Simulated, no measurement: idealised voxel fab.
voxel transistor to metal: a process module
Cross-section cut spans 180 nm and uses square cells 5 nm in size.
Heads up, the way a cross-section reads in here is a grid of square cells, handed over as bands from the top down, with every band being one or more rows of cells.
This entry defines a band. It first specifies the height of the band's top and the height of its bottom in nm, and then specifies the band's materials from left to right, stating each material with its width in nm. The word "all across" identifies a single material that fills the band from edge to edge, while the word "blank" identifies empty space.
Beneath 0, the wafer as received is one material, and that level is where height counting begins. The lowest band goes on downward without a bottom; it is written like "0..down".
When a width is written as two numbers, as in "30->40", the first number is the width in the top row of cells of the band and the second is the width in its bottom row, and the width changes by the same amount from each row to the next.
Where a step carries "same as before", the cross-section came out of it unchanged, cell for cell.
The list in "Enclosed voids" covers empty spaces of 8 cells or more that cannot reach the top through any open way, and it gives each as width x height at distance; the distance is from the left edge, and width, height and distance are in nm.
It should be noted that, on the line of a given step, the content following the step's settings is a remark produced by the simulator itself with respect to that step.
The optional step-line setting "overlay nm" applies to steps with a mask and quantifies how far to the right of its planned location the mask lay, a negative value indicating leftward placement.

The planned process steps are enumerated hereunder
1. RECEIVE [material Si]
2. OXIDIZE [depth nm 5]
3. CONFORMAL_DEP [material SiN] [thk nm 10]
4. DIRECTIONAL_DEP [material aC] [thk nm 15]
5. PATTERN [tone cover] [mask id ACTIVE] [material resist] [width nm 125] [thk nm 35] [overlay nm 0]
6. DIRECTIONAL_ETCH [etch materials aC] [depth nm 15]
7. STRIP [etch materials resist]
8. DIRECTIONAL_ETCH [etch materials SiN] [depth nm 10]
9. DIRECTIONAL_ETCH [etch materials SiO2] [depth nm 5]
10. DIRECTIONAL_ETCH [etch materials Si] [depth nm 35]
11. STRIP [etch materials aC]
12. OXIDIZE [depth nm 5]
13. FILL_DEP [material SiO2] [thk nm 5]
14. CMP [height nm 10]
15. SELECTIVE_ETCH [etch materials SiO2] [depth nm 5]
16. STRIP [etch materials SiN]
17. SELECTIVE_ETCH [etch materials SiO2] [depth nm 5]
18. OXIDIZE [depth nm 5]
19. DIRECTIONAL_DEP [material polySi] [thk nm 25]
20. DIRECTIONAL_DEP [material SiCN] [thk nm 15]
21. DIRECTIONAL_DEP [material aC] [thk nm 10]
22. PATTERN [tone cover] [mask id GATE] [material resist] [width nm 35] [thk nm 30] [overlay nm 0]
23. DIRECTIONAL_ETCH [etch materials aC] [depth nm 10]
24. STRIP [etch materials resist]
25. DIRECTIONAL_ETCH [etch materials SiCN] [depth nm 25]
26. DIRECTIONAL_ETCH [etch materials polySi] [depth nm 35]
27. STRIP [etch materials aC]
28. CONFORMAL_DEP [material SiN] [thk nm 5]
29. DIRECTIONAL_ETCH [etch materials SiN] [depth nm 5]
30. DIRECTIONAL_ETCH [etch materials SiO2] [depth nm 5]
31. DIRECTIONAL_ETCH [etch materials Si] [depth nm 5]
32. EPI [material pSi] [thk nm 10]
33. FILL_DEP [material SiO2] [thk nm 10]
34. CMP [height nm 20]
35. STRIP [etch materials polySi]
36. SELECTIVE_ETCH [etch materials SiO2] [depth nm 5]
37. CONFORMAL_DEP [material HfO2] [thk nm 5]
38. CONFORMAL_DEP [material TiN] [thk nm 5]
39. FILL_DEP [material W] [thk nm 10]
40. CMP [height nm 15]
41. DIRECTIONAL_DEP [material SiO2] [thk nm 10]
42. MASKED_ETCH [tone open] [mask id CONTACT] [width nm 15] [pitch nm 90] [etch materials SiO2] [depth nm 30] [overlay nm 0]
43. CONFORMAL_DEP [material TiN] [thk nm 5]
44. FILL_DEP [material W] [thk nm 5]
45. CMP [height nm 25]
46. CONFORMAL_DEP [material SiN] [thk nm 5]
47. DIRECTIONAL_DEP [material lowk] [thk nm 20]
48. PATTERN [tone open] [mask id METAL_1] [material resist] [width nm 15] [pitch nm 90] [thk nm 15] [overlay nm 0]
49. DIRECTIONAL_ETCH [etch materials lowk] [depth nm 20]
50. DIRECTIONAL_ETCH [etch materials SiN] [depth nm 5]
51. STRIP [etch materials resist]
52. CONFORMAL_DEP [material TiN] [thk nm 5]
53. FILL_DEP [material Cu] [thk nm 5]
54. CMP [height nm 50]
55. EPI [material Ru] [thk nm 5]
56. FILL_DEP [material SiCN] [thk nm 5]

Account of the first of two wafers, which was processed as intended

Delivered wafer in cross-section: state after step 1
	0..down | Si all across
	Enclosed voids: none

After step 2: wafer cross-section
	0..-5 | SiO2 all across
	Everything below -5 is unchanged.

After step 3: wafer cross-section
	10..0 | SiN all across
	Everything below 0 is unchanged.

After step 4: wafer cross-section
	25..10 | aC all across
	Everything below 10 is unchanged.

After step 5: wafer cross-section
	60..25 | 25 nm blank; 125 nm resist; 30 nm blank
	Everything below 25 is unchanged.

After step 6: wafer cross-section
	45..25 | 25 nm blank; 125 nm resist; 30 nm blank
	25..10 | 25 nm blank; 125 nm aC; 30 nm blank
	Everything below 10 is unchanged.

After step 7: wafer cross-section
	25..10 | 25 nm blank; 125 nm aC; 30 nm blank
	Everything below 10 is unchanged.

After step 8: wafer cross-section
	25..10 | 25 nm blank; 125 nm aC; 30 nm blank
	10..0 | 25 nm blank; 125 nm SiN; 30 nm blank
	Everything below 0 is unchanged.

After step 9: wafer cross-section
	25..10 | 25 nm blank; 125 nm aC; 30 nm blank
	10..0 | 25 nm blank; 125 nm SiN; 30 nm blank
	0..-5 | 25 nm blank; 125 nm SiO2; 30 nm blank
	Everything below -5 is unchanged.

After step 10: wafer cross-section
	25..10 | 25 nm blank; 125 nm aC; 30 nm blank
	10..0 | 25 nm blank; 125 nm SiN; 30 nm blank
	0..-5 | 25 nm blank; 125 nm SiO2; 30 nm blank
	-5..-40 | 25 nm blank; 125 nm Si; 30 nm blank
	Everything below -40 is unchanged.

After step 11: wafer cross-section
	10..0 | 25 nm blank; 125 nm SiN; 30 nm blank
	Everything below 0 is unchanged.

After step 12: wafer cross-section
	10..0 | 25 nm blank; 125 nm SiN; 30 nm blank
	0..-5 | 25 nm blank; 125 nm SiO2; 30 nm blank
	-5..-40 | 25 nm blank; 5 nm SiO2; 115 nm Si; 5 nm SiO2; 30 nm blank
	-40..-45 | 30 nm SiO2; 115 nm Si; 35 nm SiO2
	Everything below -45 is unchanged.

After step 13: wafer cross-section
	15..10 | SiO2 all across
	10..0 | 25 nm SiO2; 125 nm SiN; 30 nm SiO2
	0..-5 | SiO2 all across
	-5..-45 | 30 nm SiO2; 115 nm Si; 35 nm SiO2
	Everything below -45 is unchanged.

After step 14: wafer cross-section
	10..0 | 25 nm SiO2; 125 nm SiN; 30 nm SiO2
	Everything below 0 is unchanged.

After step 15: wafer cross-section
	10..5 | 25 nm blank; 125 nm SiN; 30 nm blank
	Everything below 5 is unchanged.

After step 16: wafer cross-section
	5..0 | 25 nm SiO2; 125 nm blank; 30 nm SiO2
	Everything below 0 is unchanged.

After step 17: wafer cross-section
	0..-5 | 20 nm SiO2; 135 nm blank; 25 nm SiO2
	Everything below -5 is unchanged.

After step 18: wafer cross-section
	0..-5 | 20 nm SiO2; 135 nm blank; 25 nm SiO2
	-5..-10 | SiO2 all across
	Everything below -10 is unchanged.

After step 19: wafer cross-section
	25..20 | 20 nm polySi; 135 nm blank; 25 nm polySi
	20..0 | polySi all across
	0..-5 | 20 nm SiO2; 135 nm polySi; 25 nm SiO2
	Everything below -5 is unchanged.

After step 20: wafer cross-section
	40..35 | 20 nm SiCN; 135 nm blank; 25 nm SiCN
	35..25 | SiCN all across
	25..20 | 20 nm polySi; 135 nm SiCN; 25 nm polySi
	Everything below 20 is unchanged.

After step 21: wafer cross-section
	50..45 | 20 nm aC; 135 nm blank; 25 nm aC
	45..40 | aC all across
	40..35 | 20 nm SiCN; 135 nm aC; 25 nm SiCN
	Everything below 35 is unchanged.

After step 22: wafer cross-section
	80..50 | 70 nm blank; 35 nm resist; 75 nm blank
	50..45 | 20 nm aC; 50 nm blank; 35 nm resist; 50 nm blank; 25 nm aC
	Everything below 45 is unchanged.

After step 23: wafer cross-section
	70..45 | 70 nm blank; 35 nm resist; 75 nm blank
	45..40 | 70 nm blank; 35 nm aC; 75 nm blank
	40..35 | 20 nm SiCN; 50 nm blank; 35 nm aC; 50 nm blank; 25 nm SiCN
	Everything below 35 is unchanged.

After step 24: wafer cross-section
	45..40 | 70 nm blank; 35 nm aC; 75 nm blank
	Everything below 40 is unchanged.

After step 25: wafer cross-section
	45..35 | 70 nm blank; 35 nm aC; 75 nm blank
	35..25 | 70 nm blank; 35 nm SiCN; 75 nm blank
	25..20 | 20 nm polySi; 50 nm blank; 35 nm SiCN; 50 nm blank; 25 nm polySi
	Everything below 20 is unchanged.

After step 26: wafer cross-section
	45..35 | 70 nm blank; 35 nm aC; 75 nm blank
	35..20 | 70 nm blank; 35 nm SiCN; 75 nm blank
	20..0 | 70 nm blank; 35 nm polySi; 75 nm blank
	0..-5 | 20 nm SiO2; 50 nm blank; 35 nm polySi; 50 nm blank; 25 nm SiO2
	Everything below -5 is unchanged.

After step 27: wafer cross-section
	35..20 | 70 nm blank; 35 nm SiCN; 75 nm blank
	Everything below 20 is unchanged.

After step 28: wafer cross-section
	40..35 | 65 nm blank; 45 nm SiN; 70 nm blank
	35..20 | 65 nm blank; 5 nm SiN; 35 nm SiCN; 5 nm SiN; 70 nm blank
	20..5 | 65 nm blank; 5 nm SiN; 35 nm polySi; 5 nm SiN; 70 nm blank
	5..0 | 25 nm SiN; 40 nm blank; 5 nm SiN; 35 nm polySi; 5 nm SiN; 40 nm blank; 30 nm SiN
	0..-5 | 20 nm SiO2; 50 nm SiN; 35 nm polySi; 50 nm SiN; 25 nm SiO2
	Everything below -5 is unchanged.

After step 29: wafer cross-section
	35..20 | 65 nm blank; 5 nm SiN; 35 nm SiCN; 5 nm SiN; 70 nm blank
	20..0 | 65 nm blank; 5 nm SiN; 35 nm polySi; 5 nm SiN; 70 nm blank
	0..-5 | 20 nm SiO2; 5 nm SiN; 40 nm blank; 5 nm SiN; 35 nm polySi; 5 nm SiN; 40 nm blank; 5 nm SiN; 25 nm SiO2
	Everything below -5 is unchanged.

After step 30: wafer cross-section
	35..20 | 65 nm blank; 5 nm SiN; 35 nm SiCN; 5 nm SiN; 70 nm blank
	20..0 | 65 nm blank; 5 nm SiN; 35 nm polySi; 5 nm SiN; 70 nm blank
	0..-5 | 20 nm blank; 5 nm SiN; 40 nm blank; 5 nm SiN; 35 nm polySi; 5 nm SiN; 40 nm blank; 5 nm SiN; 25 nm blank
	-5..-10 | 25 nm SiO2; 40 nm blank; 45 nm SiO2; 40 nm blank; 30 nm SiO2
	Everything below -10 is unchanged.

After step 31: wafer cross-section
	35..20 | 65 nm blank; 5 nm SiN; 35 nm SiCN; 5 nm SiN; 70 nm blank
	20..0 | 65 nm blank; 5 nm SiN; 35 nm polySi; 5 nm SiN; 70 nm blank
	0..-5 | 20 nm blank; 5 nm SiN; 40 nm blank; 5 nm SiN; 35 nm polySi; 5 nm SiN; 40 nm blank; 5 nm SiN; 25 nm blank
	-5..-10 | 25 nm SiO2; 40 nm blank; 45 nm SiO2; 40 nm blank; 30 nm SiO2
	-10..-15 | 30 nm SiO2; 35 nm blank; 45 nm Si; 35 nm blank; 35 nm SiO2
	Everything below -15 is unchanged.

After step 32: wafer cross-section
	35..20 | 65 nm blank; 5 nm SiN; 35 nm SiCN; 5 nm SiN; 70 nm blank
	20..0 | 65 nm blank; 5 nm SiN; 35 nm polySi; 5 nm SiN; 70 nm blank
	0..-5 | 20 nm blank; 5 nm SiN; 30 nm blank; 10 nm pSi; 5 nm SiN; 35 nm polySi; 5 nm SiN; 10 nm pSi; 30 nm blank; 5 nm SiN; 25 nm blank
	-5..-10 | 25 nm SiO2; 40 nm pSi; 45 nm SiO2; 40 nm pSi; 30 nm SiO2
	-10..-15 | 30 nm SiO2; 35 nm pSi; 45 nm Si; 35 nm pSi; 35 nm SiO2
	Everything below -15 is unchanged.

After step 33: wafer cross-section
	45..35 | SiO2 all across
	35..20 | 65 nm SiO2; 5 nm SiN; 35 nm SiCN; 5 nm SiN; 70 nm SiO2
	20..0 | 65 nm SiO2; 5 nm SiN; 35 nm polySi; 5 nm SiN; 70 nm SiO2
	0..-5 | 20 nm SiO2; 5 nm SiN; 30 nm SiO2; 10 nm pSi; 5 nm SiN; 35 nm polySi; 5 nm SiN; 10 nm pSi; 30 nm SiO2; 5 nm SiN; 25 nm SiO2
	Everything below -5 is unchanged.

After step 34: wafer cross-section
	20..0 | 65 nm SiO2; 5 nm SiN; 35 nm polySi; 5 nm SiN; 70 nm SiO2
	Everything below 0 is unchanged.

After step 35: wafer cross-section
	20..0 | 65 nm SiO2; 5 nm SiN; 35 nm blank; 5 nm SiN; 70 nm SiO2
	0..-5 | 20 nm SiO2; 5 nm SiN; 30 nm SiO2; 10 nm pSi; 5 nm SiN; 35 nm blank; 5 nm SiN; 10 nm pSi; 30 nm SiO2; 5 nm SiN; 25 nm SiO2
	Everything below -5 is unchanged.

After step 36: wafer cross-section
	20..15 | 65 nm blank; 5 nm SiN; 35 nm blank; 5 nm SiN; 70 nm blank
	15..0 | 65 nm SiO2; 5 nm SiN; 35 nm blank; 5 nm SiN; 70 nm SiO2
	0..-5 | 20 nm SiO2; 5 nm SiN; 30 nm SiO2; 10 nm pSi; 5 nm SiN; 35 nm blank; 5 nm SiN; 10 nm pSi; 30 nm SiO2; 5 nm SiN; 25 nm SiO2
	-5..-10 | 25 nm SiO2; 40 nm pSi; 45 nm blank; 40 nm pSi; 30 nm SiO2
	Everything below -10 is unchanged.

After step 37: wafer cross-section
	25..20 | 60 nm blank; 15 nm HfO2; 25 nm blank; 15 nm HfO2; 65 nm blank
	20..15 | 65 nm HfO2; 5 nm SiN; 5 nm HfO2; 25 nm blank; 5 nm HfO2; 5 nm SiN; 70 nm HfO2
	15..0 | 65 nm SiO2; 5 nm SiN; 5 nm HfO2; 25 nm blank; 5 nm HfO2; 5 nm SiN; 70 nm SiO2
	0..-5 | 20 nm SiO2; 5 nm SiN; 30 nm SiO2; 10 nm pSi; 5 nm SiN; 5 nm HfO2; 25 nm blank; 5 nm HfO2; 5 nm SiN; 10 nm pSi; 30 nm SiO2; 5 nm SiN; 25 nm SiO2
	-5..-10 | 25 nm SiO2; 40 nm pSi; 45 nm HfO2; 40 nm pSi; 30 nm SiO2
	Everything below -10 is unchanged.

After step 38: wafer cross-section
	30..25 | 55 nm blank; 25 nm TiN; 15 nm blank; 25 nm TiN; 60 nm blank
	25..20 | 60 nm TiN; 15 nm HfO2; 5 nm TiN; 15 nm blank; 5 nm TiN; 15 nm HfO2; 65 nm TiN
	20..15 | 65 nm HfO2; 5 nm SiN; 5 nm HfO2; 5 nm TiN; 15 nm blank; 5 nm TiN; 5 nm HfO2; 5 nm SiN; 70 nm HfO2
	15..0 | 65 nm SiO2; 5 nm SiN; 5 nm HfO2; 5 nm TiN; 15 nm blank; 5 nm TiN; 5 nm HfO2; 5 nm SiN; 70 nm SiO2
	0..-5 | 20 nm SiO2; 5 nm SiN; 30 nm SiO2; 10 nm pSi; 5 nm SiN; 5 nm HfO2; 25 nm TiN; 5 nm HfO2; 5 nm SiN; 10 nm pSi; 30 nm SiO2; 5 nm SiN; 25 nm SiO2
	Everything below -5 is unchanged.

After step 39: wafer cross-section
	40..30 | W all across
	30..25 | 55 nm W; 25 nm TiN; 15 nm W; 25 nm TiN; 60 nm W
	25..20 | 60 nm TiN; 15 nm HfO2; 5 nm TiN; 15 nm W; 5 nm TiN; 15 nm HfO2; 65 nm TiN
	20..15 | 65 nm HfO2; 5 nm SiN; 5 nm HfO2; 5 nm TiN; 15 nm W; 5 nm TiN; 5 nm HfO2; 5 nm SiN; 70 nm HfO2
	15..0 | 65 nm SiO2; 5 nm SiN; 5 nm HfO2; 5 nm TiN; 15 nm W; 5 nm TiN; 5 nm HfO2; 5 nm SiN; 70 nm SiO2
	Everything below 0 is unchanged.

After step 40: wafer cross-section
	15..0 | 65 nm SiO2; 5 nm SiN; 5 nm HfO2; 5 nm TiN; 15 nm W; 5 nm TiN; 5 nm HfO2; 5 nm SiN; 70 nm SiO2
	Everything below 0 is unchanged.

After step 41: wafer cross-section
	25..15 | SiO2 all across
	Everything below 15 is unchanged.

After step 42: wafer cross-section
	25..15 | 35 nm SiO2; 15 nm blank; 75 nm SiO2; 15 nm blank; 40 nm SiO2
	15..0 | 35 nm SiO2; 15 nm blank; 15 nm SiO2; 5 nm SiN; 5 nm HfO2; 5 nm TiN; 15 nm W; 5 nm TiN; 5 nm HfO2; 5 nm SiN; 15 nm SiO2; 15 nm blank; 40 nm SiO2
	0..-5 | 20 nm SiO2; 5 nm SiN; 10 nm SiO2; 15 nm blank; 5 nm SiO2; 10 nm pSi; 5 nm SiN; 5 nm HfO2; 25 nm TiN; 5 nm HfO2; 5 nm SiN; 10 nm pSi; 5 nm SiO2; 15 nm blank; 10 nm SiO2; 5 nm SiN; 25 nm SiO2
	Everything below -5 is unchanged.

After step 43: wafer cross-section
	30..25 | 40 nm TiN; 5 nm blank; 85 nm TiN; 5 nm blank; 45 nm TiN
	25..15 | 35 nm SiO2; 5 nm TiN; 5 nm blank; 5 nm TiN; 75 nm SiO2; 5 nm TiN; 5 nm blank; 5 nm TiN; 40 nm SiO2
	15..0 | 35 nm SiO2; 5 nm TiN; 5 nm blank; 5 nm TiN; 15 nm SiO2; 5 nm SiN; 5 nm HfO2; 5 nm TiN; 15 nm W; 5 nm TiN; 5 nm HfO2; 5 nm SiN; 15 nm SiO2; 5 nm TiN; 5 nm blank; 5 nm TiN; 40 nm SiO2
	0..-5 | 20 nm SiO2; 5 nm SiN; 10 nm SiO2; 15 nm TiN; 5 nm SiO2; 10 nm pSi; 5 nm SiN; 5 nm HfO2; 25 nm TiN; 5 nm HfO2; 5 nm SiN; 10 nm pSi; 5 nm SiO2; 15 nm TiN; 10 nm SiO2; 5 nm SiN; 25 nm SiO2
	Everything below -5 is unchanged.

After step 44: wafer cross-section
	35..30 | W all across
	30..25 | 40 nm TiN; 5 nm W; 85 nm TiN; 5 nm W; 45 nm TiN
	25..15 | 35 nm SiO2; 5 nm TiN; 5 nm W; 5 nm TiN; 75 nm SiO2; 5 nm TiN; 5 nm W; 5 nm TiN; 40 nm SiO2
	15..0 | 35 nm SiO2; 5 nm TiN; 5 nm W; 5 nm TiN; 15 nm SiO2; 5 nm SiN; 5 nm HfO2; 5 nm TiN; 15 nm W; 5 nm TiN; 5 nm HfO2; 5 nm SiN; 15 nm SiO2; 5 nm TiN; 5 nm W; 5 nm TiN; 40 nm SiO2
	Everything below 0 is unchanged.

After step 45: wafer cross-section
	25..15 | 35 nm SiO2; 5 nm TiN; 5 nm W; 5 nm TiN; 75 nm SiO2; 5 nm TiN; 5 nm W; 5 nm TiN; 40 nm SiO2
	Everything below 15 is unchanged.

After step 46: wafer cross-section
	30..25 | SiN all across
	Everything below 25 is unchanged.

After step 47: wafer cross-section
	50..30 | lowk all across
	Everything below 30 is unchanged.

After step 48: wafer cross-section
	65..50 | 35 nm resist; 15 nm blank; 75 nm resist; 15 nm blank; 40 nm resist
	Everything below 50 is unchanged.

After step 49: wafer cross-section
	65..50 | 35 nm resist; 15 nm blank; 75 nm resist; 15 nm blank; 40 nm resist
	50..30 | 35 nm lowk; 15 nm blank; 75 nm lowk; 15 nm blank; 40 nm lowk
	Everything below 30 is unchanged.

After step 50: wafer cross-section
	65..50 | 35 nm resist; 15 nm blank; 75 nm resist; 15 nm blank; 40 nm resist
	50..30 | 35 nm lowk; 15 nm blank; 75 nm lowk; 15 nm blank; 40 nm lowk
	30..25 | 35 nm SiN; 15 nm blank; 75 nm SiN; 15 nm blank; 40 nm SiN
	Everything below 25 is unchanged.

After step 51: wafer cross-section
	50..30 | 35 nm lowk; 15 nm blank; 75 nm lowk; 15 nm blank; 40 nm lowk
	Everything below 30 is unchanged.

After step 52: wafer cross-section
	55..50 | 40 nm TiN; 5 nm blank; 85 nm TiN; 5 nm blank; 45 nm TiN
	50..30 | 35 nm lowk; 5 nm TiN; 5 nm blank; 5 nm TiN; 75 nm lowk; 5 nm TiN; 5 nm blank; 5 nm TiN; 40 nm lowk
	30..25 | 35 nm SiN; 15 nm TiN; 75 nm SiN; 15 nm TiN; 40 nm SiN
	Everything below 25 is unchanged.

After step 53: wafer cross-section
	60..55 | Cu all across
	55..50 | 40 nm TiN; 5 nm Cu; 85 nm TiN; 5 nm Cu; 45 nm TiN
	50..30 | 35 nm lowk; 5 nm TiN; 5 nm Cu; 5 nm TiN; 75 nm lowk; 5 nm TiN; 5 nm Cu; 5 nm TiN; 40 nm lowk
	Everything below 30 is unchanged.

After step 54: wafer cross-section
	50..30 | 35 nm lowk; 5 nm TiN; 5 nm Cu; 5 nm TiN; 75 nm lowk; 5 nm TiN; 5 nm Cu; 5 nm TiN; 40 nm lowk
	Everything below 30 is unchanged.

After step 55: wafer cross-section
	55..50 | 30 nm blank; 25 nm Ru; 65 nm blank; 25 nm Ru; 35 nm blank
	Everything below 50 is unchanged.

After step 56: wafer cross-section
	60..55 | SiCN all across
	55..50 | 30 nm SiCN; 25 nm Ru; 65 nm SiCN; 25 nm Ru; 35 nm SiCN
	Everything below 50 is unchanged.

Second wafer. Start and plan as for the first. One mistake made in running. Agrees with the first up to and including step 36

Second wafer cross-section, taken as of the time the plan sets for step 37 to be done
	25..20 | 60 nm blank; 15 nm TiN; 25 nm blank; 15 nm TiN; 65 nm blank
	20..15 | 65 nm TiN; 5 nm SiN; 5 nm TiN; 25 nm blank; 5 nm TiN; 5 nm SiN; 70 nm TiN
	15..0 | 65 nm SiO2; 5 nm SiN; 5 nm TiN; 25 nm blank; 5 nm TiN; 5 nm SiN; 70 nm SiO2
	0..-5 | 20 nm SiO2; 5 nm SiN; 30 nm SiO2; 10 nm pSi; 5 nm SiN; 5 nm TiN; 25 nm blank; 5 nm TiN; 5 nm SiN; 10 nm pSi; 30 nm SiO2; 5 nm SiN; 25 nm SiO2
	-5..-10 | 25 nm SiO2; 40 nm pSi; 45 nm TiN; 40 nm pSi; 30 nm SiO2
	Everything below -10 is unchanged.

Second wafer cross-section, taken as of the time the plan sets for step 38 to be done
	30..25 | 55 nm blank; 25 nm HfO2; 15 nm blank; 25 nm HfO2; 60 nm blank
	25..20 | 60 nm HfO2; 15 nm TiN; 5 nm HfO2; 15 nm blank; 5 nm HfO2; 15 nm TiN; 65 nm HfO2
	20..15 | 65 nm TiN; 5 nm SiN; 5 nm TiN; 5 nm HfO2; 15 nm blank; 5 nm HfO2; 5 nm TiN; 5 nm SiN; 70 nm TiN
	15..0 | 65 nm SiO2; 5 nm SiN; 5 nm TiN; 5 nm HfO2; 15 nm blank; 5 nm HfO2; 5 nm TiN; 5 nm SiN; 70 nm SiO2
	0..-5 | 20 nm SiO2; 5 nm SiN; 30 nm SiO2; 10 nm pSi; 5 nm SiN; 5 nm TiN; 25 nm HfO2; 5 nm TiN; 5 nm SiN; 10 nm pSi; 30 nm SiO2; 5 nm SiN; 25 nm SiO2
	Everything below -5 is unchanged.

Second wafer cross-section, taken as of the time the plan sets for step 39 to be done
	40..30 | W all across
	30..25 | 55 nm W; 25 nm HfO2; 15 nm W; 25 nm HfO2; 60 nm W
	25..20 | 60 nm HfO2; 15 nm TiN; 5 nm HfO2; 15 nm W; 5 nm HfO2; 15 nm TiN; 65 nm HfO2
	20..15 | 65 nm TiN; 5 nm SiN; 5 nm TiN; 5 nm HfO2; 15 nm W; 5 nm HfO2; 5 nm TiN; 5 nm SiN; 70 nm TiN
	15..0 | 65 nm SiO2; 5 nm SiN; 5 nm TiN; 5 nm HfO2; 15 nm W; 5 nm HfO2; 5 nm TiN; 5 nm SiN; 70 nm SiO2
	Everything below 0 is unchanged.

Second wafer cross-section, taken as of the time the plan sets for step 40 to be done
	15..0 | 65 nm SiO2; 5 nm SiN; 5 nm TiN; 5 nm HfO2; 15 nm W; 5 nm HfO2; 5 nm TiN; 5 nm SiN; 70 nm SiO2
	Everything below 0 is unchanged.

Second wafer cross-section, taken as of the time the plan sets for step 41 to be done
	25..15 | SiO2 all across
	Everything below 15 is unchanged.

Second wafer cross-section, taken as of the time the plan sets for step 42 to be done
	25..15 | 35 nm SiO2; 15 nm blank; 75 nm SiO2; 15 nm blank; 40 nm SiO2
	15..0 | 35 nm SiO2; 15 nm blank; 15 nm SiO2; 5 nm SiN; 5 nm TiN; 5 nm HfO2; 15 nm W; 5 nm HfO2; 5 nm TiN; 5 nm SiN; 15 nm SiO2; 15 nm blank; 40 nm SiO2
	0..-5 | 20 nm SiO2; 5 nm SiN; 10 nm SiO2; 15 nm blank; 5 nm SiO2; 10 nm pSi; 5 nm SiN; 5 nm TiN; 25 nm HfO2; 5 nm TiN; 5 nm SiN; 10 nm pSi; 5 nm SiO2; 15 nm blank; 10 nm SiO2; 5 nm SiN; 25 nm SiO2
	Everything below -5 is unchanged.

Second wafer cross-section, taken as of the time the plan sets for step 43 to be done
	30..25 | 40 nm TiN; 5 nm blank; 85 nm TiN; 5 nm blank; 45 nm TiN
	25..15 | 35 nm SiO2; 5 nm TiN; 5 nm blank; 5 nm TiN; 75 nm SiO2; 5 nm TiN; 5 nm blank; 5 nm TiN; 40 nm SiO2
	15..0 | 35 nm SiO2; 5 nm TiN; 5 nm blank; 5 nm TiN; 15 nm SiO2; 5 nm SiN; 5 nm TiN; 5 nm HfO2; 15 nm W; 5 nm HfO2; 5 nm TiN; 5 nm SiN; 15 nm SiO2; 5 nm TiN; 5 nm blank; 5 nm TiN; 40 nm SiO2
	0..-5 | 20 nm SiO2; 5 nm SiN; 10 nm SiO2; 15 nm TiN; 5 nm SiO2; 10 nm pSi; 5 nm SiN; 5 nm TiN; 25 nm HfO2; 5 nm TiN; 5 nm SiN; 10 nm pSi; 5 nm SiO2; 15 nm TiN; 10 nm SiO2; 5 nm SiN; 25 nm SiO2
	Everything below -5 is unchanged.

Second wafer cross-section, taken as of the time the plan sets for step 44 to be done
	35..30 | W all across
	30..25 | 40 nm TiN; 5 nm W; 85 nm TiN; 5 nm W; 45 nm TiN
	25..15 | 35 nm SiO2; 5 nm TiN; 5 nm W; 5 nm TiN; 75 nm SiO2; 5 nm TiN; 5 nm W; 5 nm TiN; 40 nm SiO2
	15..0 | 35 nm SiO2; 5 nm TiN; 5 nm W; 5 nm TiN; 15 nm SiO2; 5 nm SiN; 5 nm TiN; 5 nm HfO2; 15 nm W; 5 nm HfO2; 5 nm TiN; 5 nm SiN; 15 nm SiO2; 5 nm TiN; 5 nm W; 5 nm TiN; 40 nm SiO2
	Everything below 0 is unchanged.

Second wafer cross-section, taken as of the time the plan sets for step 45 to be done
	25..15 | 35 nm SiO2; 5 nm TiN; 5 nm W; 5 nm TiN; 75 nm SiO2; 5 nm TiN; 5 nm W; 5 nm TiN; 40 nm SiO2
	Everything below 15 is unchanged.

Second wafer cross-section, taken as of the time the plan sets for step 46 to be done
	30..25 | SiN all across
	Everything below 25 is unchanged.

Second wafer cross-section, taken as of the time the plan sets for step 47 to be done
	50..30 | lowk all across
	Everything below 30 is unchanged.

Second wafer cross-section, taken as of the time the plan sets for step 48 to be done
	65..50 | 35 nm resist; 15 nm blank; 75 nm resist; 15 nm blank; 40 nm resist
	Everything below 50 is unchanged.

Second wafer cross-section, taken as of the time the plan sets for step 49 to be done
	65..50 | 35 nm resist; 15 nm blank; 75 nm resist; 15 nm blank; 40 nm resist
	50..30 | 35 nm lowk; 15 nm blank; 75 nm lowk; 15 nm blank; 40 nm lowk
	Everything below 30 is unchanged.

Second wafer cross-section, taken as of the time the plan sets for step 50 to be done
	65..50 | 35 nm resist; 15 nm blank; 75 nm resist; 15 nm blank; 40 nm resist
	50..30 | 35 nm lowk; 15 nm blank; 75 nm lowk; 15 nm blank; 40 nm lowk
	30..25 | 35 nm SiN; 15 nm blank; 75 nm SiN; 15 nm blank; 40 nm SiN
	Everything below 25 is unchanged.

Second wafer cross-section, taken as of the time the plan sets for step 51 to be done
	50..30 | 35 nm lowk; 15 nm blank; 75 nm lowk; 15 nm blank; 40 nm lowk
	Everything below 30 is unchanged.

Second wafer cross-section, taken as of the time the plan sets for step 52 to be done
	55..50 | 40 nm TiN; 5 nm blank; 85 nm TiN; 5 nm blank; 45 nm TiN
	50..30 | 35 nm lowk; 5 nm TiN; 5 nm blank; 5 nm TiN; 75 nm lowk; 5 nm TiN; 5 nm blank; 5 nm TiN; 40 nm lowk
	30..25 | 35 nm SiN; 15 nm TiN; 75 nm SiN; 15 nm TiN; 40 nm SiN
	Everything below 25 is unchanged.

Second wafer cross-section, taken as of the time the plan sets for step 53 to be done
	60..55 | Cu all across
	55..50 | 40 nm TiN; 5 nm Cu; 85 nm TiN; 5 nm Cu; 45 nm TiN
	50..30 | 35 nm lowk; 5 nm TiN; 5 nm Cu; 5 nm TiN; 75 nm lowk; 5 nm TiN; 5 nm Cu; 5 nm TiN; 40 nm lowk
	Everything below 30 is unchanged.

Second wafer cross-section, taken as of the time the plan sets for step 54 to be done
	50..30 | 35 nm lowk; 5 nm TiN; 5 nm Cu; 5 nm TiN; 75 nm lowk; 5 nm TiN; 5 nm Cu; 5 nm TiN; 40 nm lowk
	Everything below 30 is unchanged.

Second wafer cross-section, taken as of the time the plan sets for step 55 to be done
	55..50 | 30 nm blank; 25 nm Ru; 65 nm blank; 25 nm Ru; 35 nm blank
	Everything below 50 is unchanged.

Second wafer cross-section, taken as of the time the plan sets for step 56 to be done
	60..55 | SiCN all across
	55..50 | 30 nm SiCN; 25 nm Ru; 65 nm SiCN; 25 nm Ru; 35 nm SiCN
	Everything below 50 is unchanged.
The plan and the run diverged here: steps 37 and 38: order swapped relative to plan
Once processing is complete, comparing cell counts shows that the second wafer has more or fewer of certain materials than the first: -6 HfO2; +6 TiN
